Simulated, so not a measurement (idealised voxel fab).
Process module in this document: voxel wiring stack
This is section cut - it's 235 nm across, gridded in 5 nm square cells.
In what follows, cross-sections appear as grids of square cells, described through bands that run from the top down, where every band is one or more rows of cells. A band entry consists of two parts. The first gives the height of the band's top and the height of its bottom, in nm. The rest lists the band's materials from left to right, each with its width in nm. A single material labelled with the word "full width" fills the band from edge to edge, and the word "blank" marks empty space. Heights are expressed relative to 0, this being the level below which the as-received wafer comprises one material exclusively. The lowest band is unbounded in the downward direction and is denoted as in "0 and below". Per-row width for "30..40": begins at first number (top row of band), ends at second number (bottom row), increment between rows held constant. Basically "no alteration" means that step didn't change any cell in the cross-section. "Trapped voids" specifies each empty space that is not open to the top and that occupies no fewer than 8 cells, using the form width x height at distance, the distance measured from the left edge and all three quantities in nm. The remark found on a step's line after its settings is issued by the simulator itself and pertains to that step. "overlay nm" on a masked step: distance the mask lay right of its planned place, negative for left.

### Process steps foreseen in the plan
1,RECEIVE with material Si
2,CONFORMAL_DEP with material SiO2, thk nm 10
3,CONFORMAL_DEP with material SiCN, thk nm 5
4,DIRECTIONAL_DEP with material SiO2, thk nm 25
5,MASKED_ETCH with tone open, mask id METAL_1, width nm 25, pitch nm 45, etch materials SiO2, depth nm 25, overlay nm 0
6,MASKED_ETCH with tone open, mask id METAL_1, width nm 25, pitch nm 45, etch materials SiCN, depth nm 5, overlay nm 0
7,CONFORMAL_DEP with material TiN, thk nm 5
8,FILL_DEP with material Cu, thk nm 10
9,CMP with height nm 40
10,CONFORMAL_DEP with material SiCN, thk nm 5
11,DIRECTIONAL_DEP with material lowk, thk nm 30
12,DIRECTIONAL_DEP with material aC, thk nm 10
13,PATTERN with tone open, mask id METAL_2_HOLES, material resist, width nm 15, pitch nm 90, thk nm 30, overlay nm 0
14,DIRECTIONAL_ETCH with etch materials aC, depth nm 10
15,STRIP with etch materials resist
16,DIRECTIONAL_ETCH with etch materials lowk, depth nm 30
17,STRIP with etch materials aC
18,MASKED_ETCH with tone open, mask id METAL_2, width nm 25, pitch nm 45, etch materials lowk, depth nm 20, overlay nm 0
19,MASKED_ETCH with tone open, mask id METAL_2, width nm 25, pitch nm 45, etch materials SiCN, depth nm 5, overlay nm 0
20,CONFORMAL_DEP with material TiN, thk nm 5
21,FILL_DEP with material Cu, thk nm 5
22,CMP with height nm 75
23,CONFORMAL_DEP with material SiCN, thk nm 5
24,DIRECTIONAL_DEP with material lowk, thk nm 20
25,MASKED_ETCH with tone open, mask id PLUG_2, width nm 15, pitch nm 90, etch materials lowk, depth nm 20, overlay nm 0
26,MASKED_ETCH with tone open, mask id PLUG_2, width nm 15, pitch nm 90, etch materials SiCN, depth nm 5, overlay nm -15
27,EPI with material Ru, thk nm 10
28,EPI with material Ru, thk nm 10
29,EPI with material Ru, thk nm 5
30,CONFORMAL_DEP with material SiN, thk nm 5
31,DIRECTIONAL_DEP with material lowk, thk nm 15
32,PATTERN with tone open, mask id METAL_3, material resist, width nm 25, pitch nm 45, thk nm 20, overlay nm 0
33,DIRECTIONAL_ETCH with etch materials lowk, depth nm 15
34,DIRECTIONAL_ETCH with etch materials SiN, depth nm 5
35,STRIP with etch materials resist
36,CONFORMAL_DEP with material TiN, thk nm 5
37,FILL_DEP with material Cu, thk nm 10
38,CMP with height nm 120
39,EPI with material Ru, thk nm 5
40,FILL_DEP with material SiCN, thk nm 5
41,DIRECTIONAL_DEP with material SiO2, thk nm 10
42,PATTERN with tone open, mask id PLUG_3, material resist, width nm 15, pitch nm 45, thk nm 15, overlay nm 0
43,DIRECTIONAL_ETCH with etch materials SiO2, depth nm 10
44,DIRECTIONAL_ETCH with etch materials SiCN, depth nm 5
45,STRIP with etch materials resist
46,EPI with material Ru, thk nm 10
47,EPI with material Ru, thk nm 5
48,CONFORMAL_DEP with material SiCN, thk nm 5
49,DIRECTIONAL_DEP with material SiO2, thk nm 20
50,PATTERN with tone open, mask id METAL_4, material resist, width nm 25, pitch nm 45, thk nm 15, overlay nm 0
51,DIRECTIONAL_ETCH with etch materials SiO2, depth nm 20
52,DIRECTIONAL_ETCH with etch materials SiCN, depth nm 5
53,STRIP with etch materials resist
54,CONFORMAL_DEP with material TiN, thk nm 5
55,FILL_DEP with material W, thk nm 10
56,CMP with height nm 165
57,CONFORMAL_DEP with material SiCN, thk nm 5
Across this set of wafers, the varied parameter is the overlay nm of step 26. Starting conditions are identical for every wafer, and the plan reports the value assigned to the first wafer.

### The as-received cross-section of the first of several wafers corresponds to the state after step 1
- 0 and below: Si full width
- Trapped voids: none

### Cross-section, first of several wafers, end of module, after last step 57
- 170 down to 165: SiCN full width
- 165 down to 145: SiO2=60, TiN=5, W=15, TiN=5, SiO2=20, TiN=5, W=15, TiN=5, SiO2=20, TiN=5, W=15, TiN=5, SiO2=60
- 145 down to 140: SiCN=60, TiN=25, SiCN=20, TiN=25, SiCN=20, TiN=25, SiCN=60
- 140 down to 130: SiO2=60, Ru=15, SiO2=30, Ru=15, SiO2=30, Ru=15, SiO2=70
- 130 down to 120: SiCN=60..55, Ru=15..35, SiCN=30..10, Ru=15..35, SiCN=30..10, Ru=15..35, SiCN=70..55
- 120 down to 105: lowk=60, TiN=5, Cu=15, TiN=5, lowk=20, TiN=5, Cu=15, TiN=5, lowk=20, TiN=5, Cu=15, TiN=5, lowk=60
- 105 down to 100: SiN=60, TiN=25, SiN=20, TiN=25, SiN=20, TiN=25, SiN=60
- 100 down to 80: lowk=60, SiN=5, TiN=5, SiN=5, lowk=75, SiN=5, TiN=5, SiN=5, lowk=70
- 80 down to 75: SiCN full width
- 75 down to 60: lowk=60, TiN=5, Cu=15, TiN=5, lowk=20, TiN=5, Cu=15, TiN=5, lowk=20, TiN=5, Cu=15, TiN=5, lowk=60
- 60 down to 55: lowk=60, TiN=5, Cu=5, TiN=15, lowk=20, TiN=25, lowk=20, TiN=5, Cu=5, TiN=15, lowk=60
- 55 down to 45: lowk=60, TiN=5, Cu=5, TiN=5, lowk=75, TiN=5, Cu=5, TiN=5, lowk=70
- 45 down to 40: SiCN=60, TiN=15, SiCN=75, TiN=15, SiCN=70
- 40 down to 15: SiO2=60, TiN=5, Cu=15, TiN=5, SiO2=20, TiN=5, Cu=15, TiN=5, SiO2=20, TiN=5, Cu=15, TiN=5, SiO2=60
- 15 down to 10: SiCN=60, TiN=25, SiCN=20, TiN=25, SiCN=20, TiN=25, SiCN=60
- 10 down to 0: SiO2 full width
- 0 and below: Si full width
- Trapped voids: none

### Module end, final wafer: cross-section
- 170 down to 165: SiCN full width
- 165 down to 145: SiO2=60, TiN=5, W=15, TiN=5, SiO2=20, TiN=5, W=15, TiN=5, SiO2=20, TiN=5, W=15, TiN=5, SiO2=60
- 145 down to 140: SiCN=60, TiN=25, SiCN=20, TiN=25, SiCN=20, TiN=25, SiCN=60
- 140 down to 130: SiO2=60, Ru=15, SiO2=30, Ru=15, SiO2=30, Ru=15, SiO2=70
- 130 down to 120: SiCN=60..55, Ru=15..35, SiCN=30..10, Ru=15..35, SiCN=30..10, Ru=15..35, SiCN=70..55
- 120 down to 105: lowk=60, TiN=5, Cu=15, TiN=5, lowk=20, TiN=5, Cu=15, TiN=5, lowk=20, TiN=5, Cu=15, TiN=5, lowk=60
- 105 down to 100: SiN=60, TiN=25, SiN=20, TiN=25, SiN=20, TiN=25, SiN=60
- 100 down to 80: lowk=60, SiN=5, TiN=5, SiN=5, lowk=75, SiN=5, TiN=5, SiN=5, lowk=70
- 80 down to 75: SiCN full width
- 75 down to 60: lowk=60, TiN=5, Cu=15, TiN=5, lowk=20, TiN=5, Cu=15, TiN=5, lowk=20, TiN=5, Cu=15, TiN=5, lowk=60
- 60 down to 55: lowk=60, TiN=5, Cu=5, TiN=15, lowk=20, TiN=25, lowk=20, TiN=5, Cu=5, TiN=15, lowk=60
- 55 down to 45: lowk=60, TiN=5, Cu=5, TiN=5, lowk=75, TiN=5, Cu=5, TiN=5, lowk=70
- 45 down to 40: SiCN=60, TiN=15, SiCN=75, TiN=15, SiCN=70
- 40 down to 15: SiO2=60, TiN=5, Cu=15, TiN=5, SiO2=20, TiN=5, Cu=15, TiN=5, SiO2=20, TiN=5, Cu=15, TiN=5, SiO2=60
- 15 down to 10: SiCN=60, TiN=25, SiCN=20, TiN=25, SiCN=20, TiN=25, SiCN=60
- 10 down to 0: SiO2 full width
- 0 and below: Si full width
- Trapped voids: none

### The table below has one row for each wafer; a row shows, as of the end of the module, how many cells of each material the wafer has gained, marked (+), or lost, marked (-), since it was received, and then the wafer's closed voids
overlay nm -15; +105 Cu; +48 Ru; +263 SiCN; +48 SiN; +458 SiO2; +170 TiN; +36 W; +470 lowk; Trapped voids: none
overlay nm -10; +105 Cu; +74 Ru; +261 SiCN; +32 SiN; +458 SiO2; +162 TiN; +36 W; +470 lowk; Trapped voids: none
overlay nm -5; +105 Cu; +76 Ru; +259 SiCN; +32 SiN; +458 SiO2; +162 TiN; +36 W; +470 lowk; Trapped voids: none
overlay nm 0; +105 Cu; +78 Ru; +257 SiCN; +32 SiN; +458 SiO2; +162 TiN; +36 W; +470 lowk; Trapped voids: none
overlay nm 5; +105 Cu; +76 Ru; +259 SiCN; +32 SiN; +458 SiO2; +162 TiN; +36 W; +470 lowk; Trapped voids: none
overlay nm 10; +105 Cu; +74 Ru; +261 SiCN; +32 SiN; +458 SiO2; +162 TiN; +36 W; +470 lowk; Trapped voids: none
overlay nm 15; +105 Cu; +48 Ru; +263 SiCN; +48 SiN; +458 SiO2; +170 TiN; +36 W; +470 lowk; Trapped voids: none
